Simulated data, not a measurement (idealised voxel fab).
Proc. module: voxel self aligned contacts
Cross-sectional view cut (width: 220 nm; square cell size: 5 nm).
The cross-sections in this document take the form of a grid made of square cells. They are written out as bands, in order from top to bottom. Each band consists of one or more rows of cells. The entry gives the band's vertical extent as a top height and a bottom height in nm, then its horizontal make-up as materials from left to right, each with a width in nm. "blank" stands for empty space; a single material marked "edge to edge" fills the band edge to edge. Heights are reckoned from 0. Under this level, the received wafer is all of one material. The bottommost band is open-ended downward, for example "z 0 and below". Width: "30->40" (first number = top row, second number = bottom row, same change from row to row of cells). Given "no alterations made" for a step, no cell of the cross-section differs between before and after that step. Heads up: "Closed void table" only lists the empty pockets with no open path to the top that are 8 cells or more, and it writes them as width x height at distance, distance from the left edge, in nm. What comes after the settings on a step's line is commentary from the simulator itself on that step. On any step carrying a mask, the "overlay nm" setting, if present on the step's line, tells how far right of its planned place the mask lay; negative values point to the left.

The process steps that were planned are listed below:
1. RECEIVE | material Si
2. OXIDIZE | depth nm 5
3. DIRECTIONAL_DEP | material polySi | thk nm 25
4. DIRECTIONAL_DEP | material SiN | thk nm 20
5. PATTERN | tone cover | mask id GATE | material resist | width nm 25 | pitch nm 55 | thk nm 20 | overlay nm 0
6. DIRECTIONAL_ETCH | etch materials SiN | depth nm 20
7. DIRECTIONAL_ETCH | etch materials polySi | depth nm 25
8. STRIP | etch materials resist
9. CONFORMAL_DEP | material SiN | thk nm 5
10. DIRECTIONAL_ETCH | etch materials SiN | depth nm 5
11. FILL_DEP | material SiO2 | thk nm 15
12. CMP | height nm 50
13. PATTERN | tone open | mask id CONTACT | material resist | width nm 40 | thk nm 20 | overlay nm 0
14. DIRECTIONAL_ETCH | etch materials SiO2 | depth nm 55
15. STRIP | etch materials resist
16. CONFORMAL_DEP | material TiN | thk nm 5
17. FILL_DEP | material Ru | thk nm 10
18. CMP | height nm 50
19. CONFORMAL_DEP | material SiN | thk nm 5

First of two wafers, with the run carried out as planned:

Delivered wafer in cross-section: state after step 1:
  z 0 and below: Si edge to edge
  Closed void table: none

Step 2 complete: cross-section through the wafer:
  z 0 to -5: SiO2 edge to edge
  Everything under -5 stays put, no change at all.

Step 3 complete: cross-section through the wafer:
  z 25 to 0: polySi edge to edge
  Everything under 0 stays put, no change at all.

Step 4 complete: cross-section through the wafer:
  z 45 to 25: SiN edge to edge
  Everything under 25 stays put, no change at all.

Step 5 complete: cross-section through the wafer:
  z 65 to 45: blank (70)  resist (25)  blank (30)  resist (25)  blank (70)
  Everything under 45 stays put, no change at all.

Step 6 complete: cross-section through the wafer:
  z 65 to 45: blank (70)  resist (25)  blank (30)  resist (25)  blank (70)
  z 45 to 25: blank (70)  SiN (25)  blank (30)  SiN (25)  blank (70)
  Everything under 25 stays put, no change at all.

Step 7 complete: cross-section through the wafer:
  z 65 to 45: blank (70)  resist (25)  blank (30)  resist (25)  blank (70)
  z 45 to 25: blank (70)  SiN (25)  blank (30)  SiN (25)  blank (70)
  z 25 to 0: blank (70)  polySi (25)  blank (30)  polySi (25)  blank (70)
  Everything under 0 stays put, no change at all.

Step 8 complete: cross-section through the wafer:
  z 45 to 25: blank (70)  SiN (25)  blank (30)  SiN (25)  blank (70)
  Everything under 25 stays put, no change at all.

Step 9 complete: cross-section through the wafer:
  z 50 to 25: blank (65)  SiN (35)  blank (20)  SiN (35)  blank (65)
  z 25 to 5: blank (65)  SiN (5)  polySi (25)  SiN (5)  blank (20)  SiN (5)  polySi (25)  SiN (5)  blank (65)
  z 5 to 0: SiN (70)  polySi (25)  SiN (30)  polySi (25)  SiN (70)
  Everything under 0 stays put, no change at all.

Step 10 complete: cross-section through the wafer:
  z 45 to 25: blank (65)  SiN (35)  blank (20)  SiN (35)  blank (65)
  z 25 to 0: blank (65)  SiN (5)  polySi (25)  SiN (5)  blank (20)  SiN (5)  polySi (25)  SiN (5)  blank (65)
  Everything under 0 stays put, no change at all.

Step 11 complete: cross-section through the wafer:
  z 60 to 45: SiO2 edge to edge
  z 45 to 25: SiO2 (65)  SiN (35)  SiO2 (20)  SiN (35)  SiO2 (65)
  z 25 to 0: SiO2 (65)  SiN (5)  polySi (25)  SiN (5)  SiO2 (20)  SiN (5)  polySi (25)  SiN (5)  SiO2 (65)
  Everything under 0 stays put, no change at all.

Step 12 complete: cross-section through the wafer:
  z 50 to 45: SiO2 edge to edge
  Everything under 45 stays put, no change at all.

Step 13 complete: cross-section through the wafer:
  z 70 to 50: resist (90)  blank (40)  resist (90)
  Everything under 50 stays put, no change at all.

Step 14 complete: cross-section through the wafer:
  z 70 to 50: resist (90)  blank (40)  resist (90)
  z 50 to 45: SiO2 (90)  blank (40)  SiO2 (90)
  z 45 to 25: SiO2 (65)  SiN (35)  blank (20)  SiN (35)  SiO2 (65)
  z 25 to 0: SiO2 (65)  SiN (5)  polySi (25)  SiN (5)  blank (20)  SiN (5)  polySi (25)  SiN (5)  SiO2 (65)
  z 0 to -5: SiO2 (100)  blank (20)  SiO2 (100)
  Everything under -5 stays put, no change at all.

Step 15 complete: cross-section through the wafer:
  z 50 to 45: SiO2 (90)  blank (40)  SiO2 (90)
  Everything under 45 stays put, no change at all.

Step 16 complete: cross-section through the wafer:
  z 55 to 50: TiN (95)  blank (30)  TiN (95)
  z 50 to 45: SiO2 (90)  TiN (15)  blank (10)  TiN (15)  SiO2 (90)
  z 45 to 25: SiO2 (65)  SiN (35)  TiN (5)  blank (10)  TiN (5)  SiN (35)  SiO2 (65)
  z 25 to 0: SiO2 (65)  SiN (5)  polySi (25)  SiN (5)  TiN (5)  blank (10)  TiN (5)  SiN (5)  polySi (25)  SiN (5)  SiO2 (65)
  z 0 to -5: SiO2 (100)  TiN (20)  SiO2 (100)
  Everything under -5 stays put, no change at all.

Step 17 complete: cross-section through the wafer:
  z 65 to 55: Ru edge to edge
  z 55 to 50: TiN (95)  Ru (30)  TiN (95)
  z 50 to 45: SiO2 (90)  TiN (15)  Ru (10)  TiN (15)  SiO2 (90)
  z 45 to 25: SiO2 (65)  SiN (35)  TiN (5)  Ru (10)  TiN (5)  SiN (35)  SiO2 (65)
  z 25 to 0: SiO2 (65)  SiN (5)  polySi (25)  SiN (5)  TiN (5)  Ru (10)  TiN (5)  SiN (5)  polySi (25)  SiN (5)  SiO2 (65)
  Everything under 0 stays put, no change at all.

Step 18 complete: cross-section through the wafer:
  z 50 to 45: SiO2 (90)  TiN (15)  Ru (10)  TiN (15)  SiO2 (90)
  Everything under 45 stays put, no change at all.

Step 19 complete: cross-section through the wafer:
  z 55 to 50: SiN edge to edge
  Everything under 50 stays put, no change at all.

Companion wafer, the second of two: same beginning, same intended sequence, one mistake in carrying it out; through step 12 inclusive it tracks the first exactly:

Cross-sectional representation of the second wafer at the time designated in the plan for the completion of step 13:
  z 70 to 50: resist (95)  blank (30)  resist (95)
  Everything under 50 stays put, no change at all.

Cross-sectional representation of the second wafer at the time designated in the plan for the completion of step 14:
  z 70 to 50: resist (95)  blank (30)  resist (95)
  z 50 to 45: SiO2 (95)  blank (30)  SiO2 (95)
  z 45 to 25: SiO2 (65)  SiN (35)  blank (20)  SiN (35)  SiO2 (65)
  z 25 to 0: SiO2 (65)  SiN (5)  polySi (25)  SiN (5)  blank (20)  SiN (5)  polySi (25)  SiN (5)  SiO2 (65)
  z 0 to -5: SiO2 (100)  blank (20)  SiO2 (100)
  Everything under -5 stays put, no change at all.

Cross-sectional representation of the second wafer at the time designated in the plan for the completion of step 15:
  z 50 to 45: SiO2 (95)  blank (30)  SiO2 (95)
  Everything under 45 stays put, no change at all.

Cross-sectional representation of the second wafer at the time designated in the plan for the completion of step 16:
  z 55 to 50: TiN (100)  blank (20)  TiN (100)
  z 50 to 45: SiO2 (95)  TiN (10)  blank (10)  TiN (10)  SiO2 (95)
  z 45 to 25: SiO2 (65)  SiN (35)  TiN (5)  blank (10)  TiN (5)  SiN (35)  SiO2 (65)
  z 25 to 0: SiO2 (65)  SiN (5)  polySi (25)  SiN (5)  TiN (5)  blank (10)  TiN (5)  SiN (5)  polySi (25)  SiN (5)  SiO2 (65)
  z 0 to -5: SiO2 (100)  TiN (20)  SiO2 (100)
  Everything under -5 stays put, no change at all.

Cross-sectional representation of the second wafer at the time designated in the plan for the completion of step 17:
  z 65 to 55: Ru edge to edge
  z 55 to 50: TiN (100)  Ru (20)  TiN (100)
  z 50 to 45: SiO2 (95)  TiN (10)  Ru (10)  TiN (10)  SiO2 (95)
  z 45 to 25: SiO2 (65)  SiN (35)  TiN (5)  Ru (10)  TiN (5)  SiN (35)  SiO2 (65)
  z 25 to 0: SiO2 (65)  SiN (5)  polySi (25)  SiN (5)  TiN (5)  Ru (10)  TiN (5)  SiN (5)  polySi (25)  SiN (5)  SiO2 (65)
  Everything under 0 stays put, no change at all.

Cross-sectional representation of the second wafer at the time designated in the plan for the completion of step 18:
  z 50 to 45: SiO2 (95)  TiN (10)  Ru (10)  TiN (10)  SiO2 (95)
  Everything under 45 stays put, no change at all.

Cross-sectional representation of the second wafer at the time designated in the plan for the completion of step 19:
  z 55 to 50: SiN edge to edge
  Everything under 50 stays put, no change at all.
Want to know what went wrong? so step 13 ended up running with a different setting than we planned, it ran as PATTERN | tone open | mask id CONTACT | material resist | width nm 30 | thk nm 20 | overlay nm 0
The closing comparison, in cells, has the second wafer with more or fewer of some materials than the first: +2 SiO2; -2 TiN
